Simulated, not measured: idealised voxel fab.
voxel transistor to metal: a process module
This is section cut - it's 185 nm across, gridded in 5 nm square cells.
Square cells in a grid make up a cross-section in this document, and the grid is given as bands, listed from the top down, each one or more rows of cells. In this notation a band is specified by the heights of its top and bottom, in that order and in nm, after which its materials appear from left to right, each paired with its width in nm. The word "everywhere" attached to a single material means that material fills the band from edge to edge; the word "blank" stands for empty space. Measure heights from 0. That's the level where, below it, the as-received wafer is all one material. The lowest band is bottomless and extends downward; write it as in "0 nm and below". It should be noted that a width expressed as "30..40" varies in equal increments from row to row of cells within the band, taking the value of the first number at the top row and that of the second number at the bottom row. "identical to before" means the step left every cell of the cross-section as it was. The entry titled "Enclosed cavity list" provides the empty spaces that have no open way to the top, restricted to those of 8 cells or more. Each is presented as width x height at distance, the distance being measured from the left edge, with all three in nm. Step line, after settings: the simulator's comment on this step. overlay nm: how far to the right of its planned place the mask lay on this masked step (negative: to the left). Pairs, read this way: before one process step on the one hand, after it on the other, the after cross-section ending at the lowest band that changed; the step between, settings included, beneath. Same starting wafer throughout, but possibly different runs of this module, so no pair continues from the pair above unless its entry headed "Geometry before processing" says so.
### Geometry before processing
- 130 nm to 115 nm | 45 aC; 15 blank; 60 aC; 15 blank; 50 aC
- 115 nm to 90 nm | 45 SiO2; 15 blank; 60 SiO2; 15 blank; 50 SiO2
- 90 nm to 85 nm | SiCN everywhere
- 85 nm to 75 nm | Cu everywhere
- 75 nm to 70 nm | 50 TiN; 5 Cu; 70 TiN; 5 Cu; 55 TiN
- 70 nm to 50 nm | 45 SiO2; 5 TiN; 5 Cu; 5 TiN; 60 SiO2; 5 TiN; 5 Cu; 5 TiN; 50 SiO2
- 50 nm to 45 nm | 45 SiN; 15 TiN; 60 SiN; 15 TiN; 50 SiN
- 45 nm to 35 nm | 45 SiO2; 5 TiN; 20..15 W; 5..10 TiN; 30 SiO2; 5..10 TiN; 20..15 W; 5 TiN; 50 SiO2
- 35 nm to 25 nm | 45 SiO2; 5 TiN; 15 W; 5 TiN; 10 SiN; 20 SiCN; 10 SiN; 5 TiN; 15 W; 5 TiN; 50 SiO2
- 25 nm to 15 nm | 45 SiO2; 5 TiN; 15 W; 5 TiN; 10 SiN; 20 polySi; 10 SiN; 5 TiN; 15 W; 5 TiN; 50 SiO2
- 15 nm to 10 nm | 45 SiO2; 25 TiN; 10 SiN; 20 polySi; 10 SiN; 25 TiN; 50 SiO2
- 10 nm to 0 nm | 45 SiO2; 10 TiN; 15 SiGe; 10 SiN; 20 polySi; 10 SiN; 15 SiGe; 10 TiN; 50 SiO2
- 0 nm to -5 nm | 35 SiO2; 35 SiGe; 40 SiO2; 35 SiGe; 40 SiO2
- -5 nm to -15 nm | 40 SiO2; 30 SiGe; 40 Si; 30 SiGe; 45 SiO2
- -15 nm to -30 nm | 40 SiO2; 100 Si; 45 SiO2
- -30 nm and below | Si everywhere
- Enclosed cavity list: none
### Sectional Result
- 130 nm to 115 nm | 45 aC; 15 blank; 60 aC; 15 blank; 50 aC
- 115 nm to 90 nm | 45 SiO2; 15 blank; 60 SiO2; 15 blank; 50 SiO2
- 90 nm to 85 nm | 45 SiCN; 15 blank; 60 SiCN; 15 blank; 50 SiCN
- Below 85 it's all the same as before, nothing changed down there.
- Enclosed cavity list: none
Which operation lies between the before and after views above? DIRECTIONAL_ETCH, etch materials SiCN, depth nm 5
Geometry before processing: carried over from the after image of the pair right above.
### Sectional Result
- 115 nm to 90 nm | 45 SiO2; 15 blank; 60 SiO2; 15 blank; 50 SiO2
- Below 90 it's all the same as before, nothing changed down there.
- Enclosed cavity list: none
Which operation lies between the before and after views above? STRIP, etch materials aC
Geometry before processing: carried over from the after image of the pair right above.
### Sectional Result
- 120 nm to 115 nm | 50 TiN; 5 blank; 70 TiN; 5 blank; 55 TiN
- 115 nm to 90 nm | 45 SiO2; 5 TiN; 5 blank; 5 TiN; 60 SiO2; 5 TiN; 5 blank; 5 TiN; 50 SiO2
- 90 nm to 85 nm | 45 SiCN; 15 TiN; 60 SiCN; 15 TiN; 50 SiCN
- Below 85 it's all the same as before, nothing changed down there.
- Enclosed cavity list: none
Which operation lies between the before and after views above? CONFORMAL_DEP, material TiN, thk nm 5
Geometry before processing: carried over from the after image of the pair right above.
### Sectional Result
- 130 nm to 120 nm | Cu everywhere
- 120 nm to 115 nm | 50 TiN; 5 Cu; 70 TiN; 5 Cu; 55 TiN
- 115 nm to 90 nm | 45 SiO2; 5 TiN; 5 Cu; 5 TiN; 60 SiO2; 5 TiN; 5 Cu; 5 TiN; 50 SiO2
- Below 90 it's all the same as before, nothing changed down there.
- Enclosed cavity list: none
Which operation lies between the before and after views above? FILL_DEP, material Cu, thk nm 10
Geometry before processing: carried over from the after image of the pair right above.
### Sectional Result
- 100 nm to 90 nm | 45 SiO2; 5 TiN; 5 Cu; 5 TiN; 60 SiO2; 5 TiN; 5 Cu; 5 TiN; 50 SiO2
- Below 90 it's all the same as before, nothing changed down there.
- Enclosed cavity list: none
Which operation lies between the before and after views above? CMP, height nm 100
Geometry before processing: carried over from the after image of the pair right above.
### Sectional Result
- 105 nm to 100 nm | SiN everywhere
- Below 100 it's all the same as before, nothing changed down there.
- Enclosed cavity list: none
Which operation lies between the before and after views above? CONFORMAL_DEP, material SiN, thk nm 5
### Geometry before processing
- 30 nm to 15 nm | 40 blank; 100 aC; 45 blank
- 15 nm to 5 nm | 40 blank; 100 SiN; 45 blank
- 5 nm to 0 nm | 40 blank; 100 SiO2; 45 blank
- 0 nm to -30 nm | 40 blank; 100 Si; 45 blank
- -30 nm and below | Si everywhere
- Enclosed cavity list: none
### Sectional Result
- 30 nm to 15 nm | 40 blank; 100 aC; 45 blank
- 15 nm to 5 nm | 40 blank; 100 SiN; 45 blank
- 5 nm to 0 nm | 40 blank; 100 SiO2; 45 blank
- 0 nm to -60 nm | 40 blank; 100 Si; 45 blank
- Below -60 it's all the same as before, nothing changed down there.
- Enclosed cavity list: none
Which operation lies between the before and after views above? DIRECTIONAL_ETCH, etch materials Si, depth nm 30
Geometry before processing: carried over from the after image of the pair right above.
### Sectional Result
- 15 nm to 5 nm | 40 blank; 100 SiN; 45 blank
- Below 5 it's all the same as before, nothing changed down there.
- Enclosed cavity list: none
Which operation lies between the before and after views above? STRIP, etch materials aC
Geometry before processing: carried over from the after image of the pair right above.
### Sectional Result
- 30 nm to 15 nm | SiO2 everywhere
- 15 nm to 5 nm | 40 SiO2; 100 SiN; 45 SiO2
- 5 nm to 0 nm | SiO2 everywhere
- 0 nm to -60 nm | 40 SiO2; 100 Si; 45 SiO2
- Below -60 it's all the same as before, nothing changed down there.
- Enclosed cavity list: none
Which operation lies between the before and after views above? FILL_DEP, material SiO2, thk nm 15
Geometry before processing: carried over from the after image of the pair right above.
### Sectional Result
- 15 nm to 5 nm | 40 SiO2; 100 SiN; 45 SiO2
- Below 5 it's all the same as before, nothing changed down there.
- Enclosed cavity list: none
Which operation lies between the before and after views above? CMP, height nm 15
Geometry before processing: carried over from the after image of the pair right above.
### Sectional Result
- 15 nm to 5 nm | 40 blank; 100 SiN; 45 blank
- Below 5 it's all the same as before, nothing changed down there.
- Enclosed cavity list: none
Which operation lies between the before and after views above? SELECTIVE_ETCH, etch materials SiO2, depth nm 10
Geometry before processing: carried over from the after image of the pair right above.
### Sectional Result
- 5 nm to 0 nm | SiO2 everywhere
- Below 0 it's all the same as before, nothing changed down there.
- Enclosed cavity list: none
Which operation lies between the before and after views above? STRIP, etch materials SiN
Geometry before processing: carried over from the after image of the pair right above.
### Sectional Result
- 0 nm to -60 nm | 40 SiO2; 100 Si; 45 SiO2
- Below -60 it's all the same as before, nothing changed down there.
- Enclosed cavity list: none
Which operation lies between the before and after views above? SELECTIVE_ETCH, etch materials SiO2, depth nm 5
Geometry before processing: carried over from the after image of the pair right above.
### Sectional Result
- 0 nm to -5 nm | SiO2 everywhere
- Below -5 it's all the same as before, nothing changed down there.
- Enclosed cavity list: none
Which operation lies between the before and after views above? OXIDIZE, depth nm 5
Geometry before processing: carried over from the after image of the pair right above.
### Sectional Result
- 25 nm to 0 nm | polySi everywhere
- Below 0 it's all the same as before, nothing changed down there.
- Enclosed cavity list: none
Which operation lies between the before and after views above? DIRECTIONAL_DEP, material polySi, thk nm 25
Geometry before processing: carried over from the after image of the pair right above.
### Sectional Result
- 35 nm to 25 nm | SiCN everywhere
- Below 25 it's all the same as before, nothing changed down there.
- Enclosed cavity list: none
Which operation lies between the before and after views above? DIRECTIONAL_DEP, material SiCN, thk nm 10
Geometry before processing: carried over from the after image of the pair right above.
### Sectional Result
- 50 nm to 35 nm | aC everywhere
- Below 35 it's all the same as before, nothing changed down there.
- Enclosed cavity list: none
Which operation lies between the before and after views above? DIRECTIONAL_DEP, material aC, thk nm 15
Geometry before processing: carried over from the after image of the pair right above.
### Sectional Result
- 85 nm to 50 nm | 80 blank; 20 resist; 85 blank
- Below 50 it's all the same as before, nothing changed down there.
- Enclosed cavity list: none
Which operation lies between the before and after views above? PATTERN, tone cover, mask id GATE, material resist, width nm 20, thk nm 35, overlay nm 0
Geometry before processing: carried over from the after image of the pair right above.
### Sectional Result
- 70 nm to 50 nm | 80 blank; 20 resist; 85 blank
- 50 nm to 35 nm | 80 blank; 20 aC; 85 blank
- Below 35 it's all the same as before, nothing changed down there.
- Enclosed cavity list: none
Which operation lies between the before and after views above? DIRECTIONAL_ETCH, etch materials aC, depth nm 15
Geometry before processing: carried over from the after image of the pair right above.
### Sectional Result
- 50 nm to 35 nm | 80 blank; 20 aC; 85 blank
- Below 35 it's all the same as before, nothing changed down there.
- Enclosed cavity list: none
Which operation lies between the before and after views above? STRIP, etch materials resist
Geometry before processing: carried over from the after image of the pair right above.
### Sectional Result
- 50 nm to 35 nm | 80 blank; 20 aC; 85 blank
- 35 nm to 25 nm | 80 blank; 20 SiCN; 85 blank
- Below 25 it's all the same as before, nothing changed down there.
- Enclosed cavity list: none
Which operation lies between the before and after views above? DIRECTIONAL_ETCH, etch materials SiCN, depth nm 20
Geometry before processing: carried over from the after image of the pair right above.
### Sectional Result
- 50 nm to 35 nm | 80 blank; 20 aC; 85 blank
- 35 nm to 25 nm | 80 blank; 20 SiCN; 85 blank
- 25 nm to 0 nm | 80 blank; 20 polySi; 85 blank
- Below 0 it's all the same as before, nothing changed down there.
- Enclosed cavity list: none
Which operation lies between the before and after views above? DIRECTIONAL_ETCH, etch materials polySi, depth nm 35
Geometry before processing: carried over from the after image of the pair right above.
### Sectional Result
- 35 nm to 25 nm | 80 blank; 20 SiCN; 85 blank
- Below 25 it's all the same as before, nothing changed down there.
- Enclosed cavity list: none
Which operation lies between the before and after views above? STRIP, etch materials aC
Geometry before processing: carried over from the after image of the pair right above.
### Sectional Result
- 45 nm to 35 nm | 70 blank; 40 SiN; 75 blank
- 35 nm to 25 nm | 70 blank; 10 SiN; 20 SiCN; 10 SiN; 75 blank
- 25 nm to 10 nm | 70 blank; 10 SiN; 20 polySi; 10 SiN; 75 blank
- 10 nm to 0 nm | 80 SiN; 20 polySi; 85 SiN
- Below 0 it's all the same as before, nothing changed down there.
- Enclosed cavity list: none
Which operation lies between the before and after views above? CONFORMAL_DEP, material SiN, thk nm 10
Geometry before processing: carried over from the after image of the pair right above.
### Sectional Result
- 35 nm to 25 nm | 70 blank; 10 SiN; 20 SiCN; 10 SiN; 75 blank
- 25 nm to 0 nm | 70 blank; 10 SiN; 20 polySi; 10 SiN; 75 blank
- Below 0 it's all the same as before, nothing changed down there.
- Enclosed cavity list: none
Which operation lies between the before and after views above? DIRECTIONAL_ETCH, etch materials SiN, depth nm 10
Geometry before processing: carried over from the after image of the pair right above.
### Sectional Result
- 35 nm to 25 nm | 70 blank; 10 SiN; 20 SiCN; 10 SiN; 75 blank
- 25 nm to 0 nm | 70 blank; 10 SiN; 20 polySi; 10 SiN; 75 blank
- 0 nm to -5 nm | 70 blank; 40 SiO2; 75 blank
- Below -5 it's all the same as before, nothing changed down there.
- Enclosed cavity list: none
Which operation lies between the before and after views above? DIRECTIONAL_ETCH, etch materials SiO2, depth nm 5
Geometry before processing: carried over from the after image of the pair right above.
### Sectional Result
- 35 nm to 25 nm | 70 blank; 10 SiN; 20 SiCN; 10 SiN; 75 blank
- 25 nm to 0 nm | 70 blank; 10 SiN; 20 polySi; 10 SiN; 75 blank
- 0 nm to -5 nm | 70 blank; 40 SiO2; 75 blank
- -5 nm to -15 nm | 40 SiO2; 30 blank; 40 Si; 30 blank; 45 SiO2
- Below -15 it's all the same as before, nothing changed down there.
- Enclosed cavity list: none
Which operation lies between the before and after views above? DIRECTIONAL_ETCH, etch materials Si, depth nm 10
Geometry before processing: carried over from the after image of the pair right above.
### Sectional Result
- 35 nm to 25 nm | 70 blank; 10 SiN; 20 SiCN; 10 SiN; 75 blank
- 25 nm to 10 nm | 70 blank; 10 SiN; 20 polySi; 10 SiN; 75 blank
- 10 nm to 0 nm | 55 blank; 15 SiGe; 10 SiN; 20 polySi; 10 SiN; 15 SiGe; 60 blank
- 0 nm to -5 nm | 35 blank; 35 SiGe; 40 SiO2; 35 SiGe; 40 blank
- -5 nm to -15 nm | 40 SiO2; 30 SiGe; 40 Si; 30 SiGe; 45 SiO2
- Below -15 it's all the same as before, nothing changed down there.
- Enclosed cavity list: none
Which operation lies between the before and after views above? EPI, material SiGe, thk nm 15
Geometry before processing: carried over from the after image of the pair right above.
### Sectional Result
- 40 nm to 35 nm | SiO2 everywhere
- 35 nm to 25 nm | 70 SiO2; 10 SiN; 20 SiCN; 10 SiN; 75 SiO2
- 25 nm to 10 nm | 70 SiO2; 10 SiN; 20 polySi; 10 SiN; 75 SiO2
- 10 nm to 0 nm | 55 SiO2; 15 SiGe; 10 SiN; 20 polySi; 10 SiN; 15 SiGe; 60 SiO2
- 0 nm to -5 nm | 35 SiO2; 35 SiGe; 40 SiO2; 35 SiGe; 40 SiO2
- Below -5 it's all the same as before, nothing changed down there.
- Enclosed cavity list: none
Which operation lies between the before and after views above? FILL_DEP, material SiO2, thk nm 5
Geometry before processing: carried over from the after image of the pair right above.
### Sectional Result
- 35 nm to 25 nm | 70 SiO2; 10 SiN; 20 SiCN; 10 SiN; 75 SiO2
- Below 25 it's all the same as before, nothing changed down there.
- Enclosed cavity list: none
Which operation lies between the before and after views above? CMP, height nm 35
Geometry before processing: carried over from the after image of the pair right above.
### Sectional Result
- 45 nm to 35 nm | SiO2 everywhere
- Below 35 it's all the same as before, nothing changed down there.
- Enclosed cavity list: none
Which operation lies between the before and after views above? DIRECTIONAL_DEP, material SiO2, thk nm 10
Geometry before processing: carried over from the after image of the pair right above.
### Sectional Result
- 60 nm to 45 nm | 45 resist; 30 blank; 30 resist; 30 blank; 50 resist
- Below 45 it's all the same as before, nothing changed down there.
- Enclosed cavity list: none
Which operation lies between the before and after views above? PATTERN, tone open, mask id CONTACT, material resist, width nm 30, pitch nm 60, thk nm 15, overlay nm 0
Geometry before processing: carried over from the after image of the pair right above.
### Sectional Result
- 60 nm to 45 nm | 45 resist; 30 blank; 30 resist; 30 blank; 50 resist
- 45 nm to 35 nm | 45 SiO2; 30 blank; 30 SiO2; 30 blank; 50 SiO2
- 35 nm to 25 nm | 45 SiO2; 25 blank; 10 SiN; 20 SiCN; 10 SiN; 25 blank; 50 SiO2
- 25 nm to 10 nm | 45 SiO2; 25 blank; 10 SiN; 20 polySi; 10 SiN; 25 blank; 50 SiO2
- 10 nm to 0 nm | 45 SiO2; 10 blank; 15 SiGe; 10 SiN; 20 polySi; 10 SiN; 15 SiGe; 10 blank; 50 SiO2
- Below 0 it's all the same as before, nothing changed down there.
- Enclosed cavity list: none
Which operation lies between the before and after views above? DIRECTIONAL_ETCH, etch materials SiO2, depth nm 45
Geometry before processing: carried over from the after image of the pair right above.
### Sectional Result
- 45 nm to 35 nm | 45 SiO2; 30 blank; 30 SiO2; 30 blank; 50 SiO2
- Below 35 it's all the same as before, nothing changed down there.
- Enclosed cavity list: none
Which operation lies between the before and after views above? STRIP, etch materials resist
Geometry before processing: carried over from the after image of the pair right above.
### Sectional Result
- 50 nm to 45 nm | 50 TiN; 20 blank; 40 TiN; 20 blank; 55 TiN
- 45 nm to 35 nm | 45 SiO2; 5 TiN; 20..15 blank; 5..10 TiN; 30 SiO2; 5..10 TiN; 20..15 blank; 5 TiN; 50 SiO2
- 35 nm to 25 nm | 45 SiO2; 5 TiN; 15 blank; 5 TiN; 10 SiN; 20 SiCN; 10 SiN; 5 TiN; 15 blank; 5 TiN; 50 SiO2
- 25 nm to 15 nm | 45 SiO2; 5 TiN; 15 blank; 5 TiN; 10 SiN; 20 polySi; 10 SiN; 5 TiN; 15 blank; 5 TiN; 50 SiO2
- 15 nm to 10 nm | 45 SiO2; 25 TiN; 10 SiN; 20 polySi; 10 SiN; 25 TiN; 50 SiO2
- 10 nm to 0 nm | 45 SiO2; 10 TiN; 15 SiGe; 10 SiN; 20 polySi; 10 SiN; 15 SiGe; 10 TiN; 50 SiO2
- Below 0 it's all the same as before, nothing changed down there.
- Enclosed cavity list: none
Which operation lies between the before and after views above? CONFORMAL_DEP, material TiN, thk nm 5
Geometry before processing: carried over from the after image of the pair right above.
### Sectional Result
- 60 nm to 50 nm | W everywhere
- 50 nm to 45 nm | 50 TiN; 20 W; 40 TiN; 20 W; 55 TiN
- 45 nm to 35 nm | 45 SiO2; 5 TiN; 20..15 W; 5..10 TiN; 30 SiO2; 5..10 TiN; 20..15 W; 5 TiN; 50 SiO2
- 35 nm to 25 nm | 45 SiO2; 5 TiN; 15 W; 5 TiN; 10 SiN; 20 SiCN; 10 SiN; 5 TiN; 15 W; 5 TiN; 50 SiO2
- 25 nm to 15 nm | 45 SiO2; 5 TiN; 15 W; 5 TiN; 10 SiN; 20 polySi; 10 SiN; 5 TiN; 15 W; 5 TiN; 50 SiO2
- Below 15 it's all the same as before, nothing changed down there.
- Enclosed cavity list: none
Which operation lies between the before and after views above? FILL_DEP, material W, thk nm 10
Geometry before processing: carried over from the after image of the pair right above.
### Sectional Result
- 45 nm to 35 nm | 45 SiO2; 5 TiN; 20..15 W; 5..10 TiN; 30 SiO2; 5..10 TiN; 20..15 W; 5 TiN; 50 SiO2
- Below 35 it's all the same as before, nothing changed down there.
- Enclosed cavity list: none
Which operation lies between the before and after views above? CMP, height nm 45
Geometry before processing: carried over from the after image of the pair right above.
### Sectional Result
- 50 nm to 45 nm | SiN everywhere
- Below 45 it's all the same as before, nothing changed down there.
- Enclosed cavity list: none
Which operation lies between the before and after views above? CONFORMAL_DEP, material SiN, thk nm 5
Geometry before processing: carried over from the after image of the pair right above.
### Sectional Result
- 70 nm to 50 nm | SiO2 everywhere
- Below 50 it's all the same as before, nothing changed down there.
- Enclosed cavity list: none
Which operation lies between the before and after views above? DIRECTIONAL_DEP, material SiO2, thk nm 20
Geometry before processing: carried over from the after image of the pair right above.
### Sectional Result
- 70 nm to 50 nm | 45 SiO2; 15 blank; 60 SiO2; 15 blank; 50 SiO2
- Below 50 it's all the same as before, nothing changed down there.
- Enclosed cavity list: none
Which operation lies between the before and after views above? MASKED_ETCH, tone open, mask id METAL_1, width nm 15, pitch nm 75, etch materials SiO2, depth nm 20, overlay nm 0
Geometry before processing: carried over from the after image of the pair right above.
### Sectional Result
- 70 nm to 50 nm | 45 SiO2; 15 blank; 60 SiO2; 15 blank; 50 SiO2
- 50 nm to 45 nm | 45 SiN; 15 blank; 60 SiN; 15 blank; 50 SiN
- Below 45 it's all the same as before, nothing changed down there.
- Enclosed cavity list: none
Which operation lies between the before and after views above? MASKED_ETCH, tone open, mask id METAL_1, width nm 15, pitch nm 75, etch materials SiN, depth nm 5, overlay nm 0
Geometry before processing: carried over from the after image of the pair right above.
### Sectional Result
- 75 nm to 70 nm | 50 TiN; 5 blank; 70 TiN; 5 blank; 55 TiN
- 70 nm to 50 nm | 45 SiO2; 5 TiN; 5 blank; 5 TiN; 60 SiO2; 5 TiN; 5 blank; 5 TiN; 50 SiO2
- 50 nm to 45 nm | 45 SiN; 15 TiN; 60 SiN; 15 TiN; 50 SiN
- Below 45 it's all the same as before, nothing changed down there.
- Enclosed cavity list: none
Which operation lies between the before and after views above? CONFORMAL_DEP, material TiN, thk nm 5
Geometry before processing: carried over from the after image of the pair right above.
### Sectional Result
- 85 nm to 75 nm | Cu everywhere
- 75 nm to 70 nm | 50 TiN; 5 Cu; 70 TiN; 5 Cu; 55 TiN
- 70 nm to 50 nm | 45 SiO2; 5 TiN; 5 Cu; 5 TiN; 60 SiO2; 5 TiN; 5 Cu; 5 TiN; 50 SiO2
- Below 50 it's all the same as before, nothing changed down there.
- Enclosed cavity list: none
Which operation lies between the before and after views above? FILL_DEP, material Cu, thk nm 10
Geometry before processing: carried over from the after image of the pair right above.
### Sectional Result
- 70 nm to 50 nm | 45 SiO2; 5 TiN; 5 Cu; 5 TiN; 60 SiO2; 5 TiN; 5 Cu; 5 TiN; 50 SiO2
- Below 50 it's all the same as before, nothing changed down there.
- Enclosed cavity list: none
Which operation lies between the before and after views above? CMP, height nm 70
Geometry before processing: carried over from the after image of the pair right above.
### Sectional Result
- 75 nm to 70 nm | SiCN everywhere
- Below 70 it's all the same as before, nothing changed down there.
- Enclosed cavity list: none
Which operation lies between the before and after views above? CONFORMAL_DEP, material SiCN, thk nm 5
Geometry before processing: carried over from the after image of the pair right above.
### Sectional Result
- 100 nm to 75 nm | SiO2 everywhere
- Below 75 it's all the same as before, nothing changed down there.
- Enclosed cavity list: none
Which operation lies between the before and after views above? DIRECTIONAL_DEP, material SiO2, thk nm 25
Geometry before processing: carried over from the after image of the pair right above.
### Sectional Result
- 115 nm to 100 nm | 45 resist; 15 blank; 60 resist; 15 blank; 50 resist
- Below 100 it's all the same as before, nothing changed down there.
- Enclosed cavity list: none
Which operation lies between the before and after views above? PATTERN, tone open, mask id METAL_2, material resist, width nm 15, pitch nm 75, thk nm 15, overlay nm 0
Geometry before processing: carried over from the after image of the pair right above.
### Sectional Result
- 115 nm to 100 nm | 45 resist; 15 blank; 60 resist; 15 blank; 50 resist
- 100 nm to 85 nm | 45 SiO2; 15 blank; 60 SiO2; 15 blank; 50 SiO2
- Below 85 it's all the same as before, nothing changed down there.
- Enclosed cavity list: none
Which operation lies between the before and after views above? DIRECTIONAL_ETCH, etch materials SiO2, depth nm 15
Geometry before processing: carried over from the after image of the pair right above.
### Sectional Result
- 100 nm to 85 nm | 45 SiO2; 15 blank; 60 SiO2; 15 blank; 50 SiO2
- Below 85 it's all the same as before, nothing changed down there.
- Enclosed cavity list: none
Which operation lies between the before and after views above? STRIP, etch materials resist
Geometry before processing: carried over from the after image of the pair right above.
### Sectional Result
- 115 nm to 100 nm | 45 aC; 15 blank; 60 aC; 15 blank; 50 aC
- 100 nm to 85 nm | 45 SiO2; 15 aC; 60 SiO2; 15 aC; 50 SiO2
- Below 85 it's all the same as before, nothing changed down there.
- Enclosed cavity list: none
Which operation lies between the before and after views above? DIRECTIONAL_DEP, material aC, thk nm 15
Geometry before processing: carried over from the after image of the pair right above.
### Sectional Result
- 150 nm to 115 nm | 45 resist; 15 blank; 60 resist; 15 blank; 50 resist
- Below 115 it's all the same as before, nothing changed down there.
- Enclosed cavity list: none
Which operation lies between the before and after views above? PATTERN, tone open, mask id METAL_2_HOLES, material resist, width nm 15, pitch nm 75, thk nm 35, overlay nm 0
Geometry before processing: carried over from the after image of the pair right above.
### Sectional Result
- 135 nm to 115 nm | 45 resist; 15 blank; 60 resist; 15 blank; 50 resist
- 115 nm to 100 nm | 45 aC; 15 blank; 60 aC; 15 blank; 50 aC
- 100 nm to 85 nm | 45 SiO2; 15 blank; 60 SiO2; 15 blank; 50 SiO2
- Below 85 it's all the same as before, nothing changed down there.
- Enclosed cavity list: none
Which operation lies between the before and after views above? DIRECTIONAL_ETCH, etch materials aC, depth nm 15
Geometry before processing: carried over from the after image of the pair right above.
### Sectional Result
- 115 nm to 100 nm | 45 aC; 15 blank; 60 aC; 15 blank; 50 aC
- Below 100 it's all the same as before, nothing changed down there.
- Enclosed cavity list: none
Which operation lies between the before and after views above? STRIP, etch materials resist
Geometry before processing: carried over from the after image of the pair right above.
### Sectional Result
- 115 nm to 100 nm | 45 aC; 15 blank; 60 aC; 15 blank; 50 aC
- 100 nm to 75 nm | 45 SiO2; 15 blank; 60 SiO2; 15 blank; 50 SiO2
- Below 75 it's all the same as before, nothing changed down there.
- Enclosed cavity list: none
Which operation lies between the before and after views above? DIRECTIONAL_ETCH, etch materials SiO2, depth nm 10
Geometry before processing: carried over from the after image of the pair right above.
### Sectional Result
- 115 nm to 100 nm | 45 aC; 15 blank; 60 aC; 15 blank; 50 aC
- 100 nm to 75 nm | 45 SiO2; 15 blank; 60 SiO2; 15 blank; 50 SiO2
- 75 nm to 70 nm | 45 SiCN; 15 blank; 60 SiCN; 15 blank; 50 SiCN
- Below 70 it's all the same as before, nothing changed down there.
- Enclosed cavity list: none
Which operation lies between the before and after views above? DIRECTIONAL_ETCH, etch materials SiCN, depth nm 5
Geometry before processing: carried over from the after image of the pair right above.
### Sectional Result
- 100 nm to 75 nm | 45 SiO2; 15 blank; 60 SiO2; 15 blank; 50 SiO2
- Below 75 it's all the same as before, nothing changed down there.
- Enclosed cavity list: none
Which operation lies between the before and after views above? STRIP, etch materials aC
Geometry before processing: carried over from the after image of the pair right above.
### Sectional Result
- 105 nm to 100 nm | 50 TiN; 5 blank; 70 TiN; 5 blank; 55 TiN
- 100 nm to 75 nm | 45 SiO2; 5 TiN; 5 blank; 5 TiN; 60 SiO2; 5 TiN; 5 blank; 5 TiN; 50 SiO2
- 75 nm to 70 nm | 45 SiCN; 15 TiN; 60 SiCN; 15 TiN; 50 SiCN
- Below 70 it's all the same as before, nothing changed down there.
- Enclosed cavity list: none
Which operation lies between the before and after views above? CONFORMAL_DEP, material TiN, thk nm 5
Geometry before processing: carried over from the after image of the pair right above.
### Sectional Result
- 115 nm to 105 nm | Cu everywhere
- 105 nm to 100 nm | 50 TiN; 5 Cu; 70 TiN; 5 Cu; 55 TiN
- 100 nm to 75 nm | 45 SiO2; 5 TiN; 5 Cu; 5 TiN; 60 SiO2; 5 TiN; 5 Cu; 5 TiN; 50 SiO2
- Below 75 it's all the same as before, nothing changed down there.
- Enclosed cavity list: none
Which operation lies between the before and after views above? FILL_DEP, material Cu, thk nm 10
Geometry before processing: carried over from the after image of the pair right above.
### Sectional Result
- 100 nm to 75 nm | 45 SiO2; 5 TiN; 5 Cu; 5 TiN; 60 SiO2; 5 TiN; 5 Cu; 5 TiN; 50 SiO2
- Below 75 it's all the same as before, nothing changed down there.
- Enclosed cavity list: none
Which operation lies between the before and after views above? CMP, height nm 100
Geometry before processing: carried over from the after image of the pair right above.
### Sectional Result
- 105 nm to 100 nm | SiN everywhere
- Below 100 it's all the same as before, nothing changed down there.
- Enclosed cavity list: none
Which operation lies between the before and after views above? CONFORMAL_DEP, material SiN, thk nm 5
### Geometry before processing
- 70 nm to 50 nm | 45 SiO2; 5 TiN; 5 Cu; 5 TiN; 60 SiO2; 5 TiN; 5 Cu; 5 TiN; 50 SiO2
- 50 nm to 45 nm | 45 SiN; 15 TiN; 60 SiN; 15 TiN; 50 SiN
- 45 nm to 35 nm | 45 SiO2; 5 TiN; 20..15 W; 5..10 TiN; 30 SiO2; 5..10 TiN; 20..15 W; 5 TiN; 50 SiO2
- 35 nm to 25 nm | 45 SiO2; 5 TiN; 15 W; 5 TiN; 10 SiN; 20 SiCN; 10 SiN; 5 TiN; 15 W; 5 TiN; 50 SiO2
- 25 nm to 15 nm | 45 SiO2; 5 TiN; 15 W; 5 TiN; 10 SiN; 20 polySi; 10 SiN; 5 TiN; 15 W; 5 TiN; 50 SiO2
- 15 nm to 10 nm | 45 SiO2; 25 TiN; 10 SiN; 20 polySi; 10 SiN; 25 TiN; 50 SiO2
- 10 nm to 0 nm | 45 SiO2; 10 TiN; 15 SiGe; 10 SiN; 20 polySi; 10 SiN; 15 SiGe; 10 TiN; 50 SiO2
- 0 nm to -5 nm | 35 SiO2; 35 SiGe; 40 SiO2; 35 SiGe; 40 SiO2
- -5 nm to -15 nm | 40 SiO2; 30 SiGe; 40 Si; 30 SiGe; 45 SiO2
- -15 nm to -30 nm | 40 SiO2; 100 Si; 45 SiO2
- -30 nm and below | Si everywhere
- Enclosed cavity list: none
### Sectional Result
- 95 nm to 70 nm | SiO2 everywhere
- Below 70 it's all the same as before, nothing changed down there.
- Enclosed cavity list: none
Which operation lies between the before and after views above? DIRECTIONAL_DEP, material SiO2, thk nm 25
Geometry before processing: carried over from the after image of the pair right above.
### Sectional Result
- 100 nm to 95 nm | SiCN everywhere
- Below 95 it's all the same as before, nothing changed down there.
- Enclosed cavity list: none
Which operation lies between the before and after views above? CONFORMAL_DEP, material SiCN, thk nm 5
Geometry before processing: carried over from the after image of the pair right above.
### Sectional Result
- 115 nm to 100 nm | 45 resist; 15 blank; 60 resist; 15 blank; 50 resist
- Below 100 it's all the same as before, nothing changed down there.
- Enclosed cavity list: none
Which operation lies between the before and after views above? PATTERN, tone open, mask id METAL_2, material resist, width nm 15, pitch nm 75, thk nm 15, overlay nm 0
Geometry before processing: carried over from the after image of the pair right above.
### Sectional Result
- 100 nm to 95 nm | SiCN everywhere
- Below 95 it's all the same as before, nothing changed down there.
- Enclosed cavity list: none
Which operation lies between the before and after views above? STRIP, etch materials resist
Geometry before processing: carried over from the after image of the pair right above.
### Sectional Result
- 115 nm to 100 nm | aC everywhere
- Below 100 it's all the same as before, nothing changed down there.
- Enclosed cavity list: none
Which operation lies between the before and after views above? DIRECTIONAL_DEP, material aC, thk nm 15
Geometry before processing: carried over from the after image of the pair right above.
### Sectional Result
- 150 nm to 115 nm | 45 resist; 15 blank; 60 resist; 15 blank; 50 resist
- Below 115 it's all the same as before, nothing changed down there.
- Enclosed cavity list: none
Which operation lies between the before and after views above? PATTERN, tone open, mask id METAL_2_HOLES, material resist, width nm 15, pitch nm 75, thk nm 35, overlay nm 0
Geometry before processing: carried over from the after image of the pair right above.
### Sectional Result
- 135 nm to 115 nm | 45 resist; 15 blank; 60 resist; 15 blank; 50 resist
- 115 nm to 100 nm | 45 aC; 15 blank; 60 aC; 15 blank; 50 aC
- Below 100 it's all the same as before, nothing changed down there.
- Enclosed cavity list: none
Which operation lies between the before and after views above? DIRECTIONAL_ETCH, etch materials aC, depth nm 15
